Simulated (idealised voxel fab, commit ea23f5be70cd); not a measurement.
Title: Process Module voxel ribs on slabs
This is section cut - it's 280 nm across, gridded in 5 nm square cells.
For the purposes of this document, a cross-section shall be understood as a grid of square cells, specified as bands listed in top-to-bottom order, each band consisting of one or more rows of cells. The entry gives the band's vertical extent as a top height and a bottom height in nm, then its horizontal make-up as materials from left to right, each with a width in nm. "blank" stands for empty space; a single material marked "throughout" fills the band edge to edge. The level at which height equals 0 is the one under which the wafer, as it arrives, is entirely one material. No lower edge exists for the bottom band, which continues downward and is notated as in "z 0 and below". The two numbers in a width such as "30->40" mark its ends across the band: the first belongs to the top row of cells, the second to the bottom row, and from each row to the next the width moves by the same amount. "changes: none" after a step means that no cell of the cross-section changed. Empty spaces without an open route to the top, at least 8 cells in extent, make up the entry "Voids, sealed"; each is given as width x height at distance, where the distance is measured from the left edge, and all are in nm. Read whatever lies past the settings on a step's line as the simulator's own remark about the step. What "overlay nm" on a step's line means: if the step has a mask, that mask lay this far to the right of its planned place, or, when the value is negative, to the left.

## The steps planned for the process are as follows
step 1: RECEIVE (material Si)
step 2: DIRECTIONAL_DEP (material SiO2; thk nm 25)
step 3: DIRECTIONAL_DEP (material SiN; thk nm 25)
step 4: MASKED_ETCH (tone cover; mask id RIB; width nm 15; etch materials SiN; depth nm 15; overlay nm 0)
step 5: PATTERN (tone cover; mask id SLAB; material resist; width nm 55; thk nm 20; overlay nm 0)
step 6: DIRECTIONAL_ETCH (etch materials SiN; depth nm 10)
step 7: STRIP (etch materials resist)
step 8: FILL_DEP (material SiO2; thk nm 20)
step 9: CMP (height nm 65)
step 10: DIRECTIONAL_DEP (material TiN; thk nm 10)
step 11: DIRECTIONAL_DEP (material aC; thk nm 15)
step 12: PATTERN (tone cover; mask id HEATER; material resist; width nm 25; thk nm 35; overlay nm 0)
step 13: DIRECTIONAL_ETCH (etch materials aC; depth nm 15)
step 14: STRIP (etch materials resist)
step 15: DIRECTIONAL_ETCH (etch materials TiN; depth nm 10)
step 16: STRIP (etch materials aC)
step 17: CONFORMAL_DEP (material SiN; thk nm 10)

## Cross-section, incoming material, after step 1
  z 0 and below | Si throughout
  Voids, sealed: none

## First wafer of two, sectioned at end of module; run went per plan
  z 85 to 75 | 115 nm blank, then 45 nm SiN, then 120 nm blank
  z 75 to 65 | 125 nm SiN, then 25 nm TiN, then 130 nm SiN
  z 65 to 50 | SiO2 throughout
  z 50 to 35 | 130 nm SiO2, then 15 nm SiN, then 135 nm SiO2
  z 35 to 25 | 110 nm SiO2, then 55 nm SiN, then 115 nm SiO2
  z 25 to 0 | SiO2 throughout
  z 0 and below | Si throughout
  Voids, sealed: none

## Second of two wafers, module complete, sectioned: it shares the first wafer's start and plan but was run with one mistake
  z 85 to 75 | 110 nm blank, then 55 nm SiN, then 115 nm blank
  z 75 to 65 | 120 nm SiN, then 35 nm TiN, then 125 nm SiN
  z 65 to 50 | SiO2 throughout
  z 50 to 35 | 130 nm SiO2, then 15 nm SiN, then 135 nm SiO2
  z 35 to 25 | 110 nm SiO2, then 55 nm SiN, then 115 nm SiO2
  z 25 to 0 | SiO2 throughout
  z 0 and below | Si throughout
  Voids, sealed: none
What broke from the plan during processing? step 12 was not run as planned; what actually ran was PATTERN (tone cover; mask id HEATER; material resist; width nm 35; thk nm 35; overlay nm 0)
Looking at both finished wafers in cells, the second ends up ahead of or behind the first on some materials: TiN +4
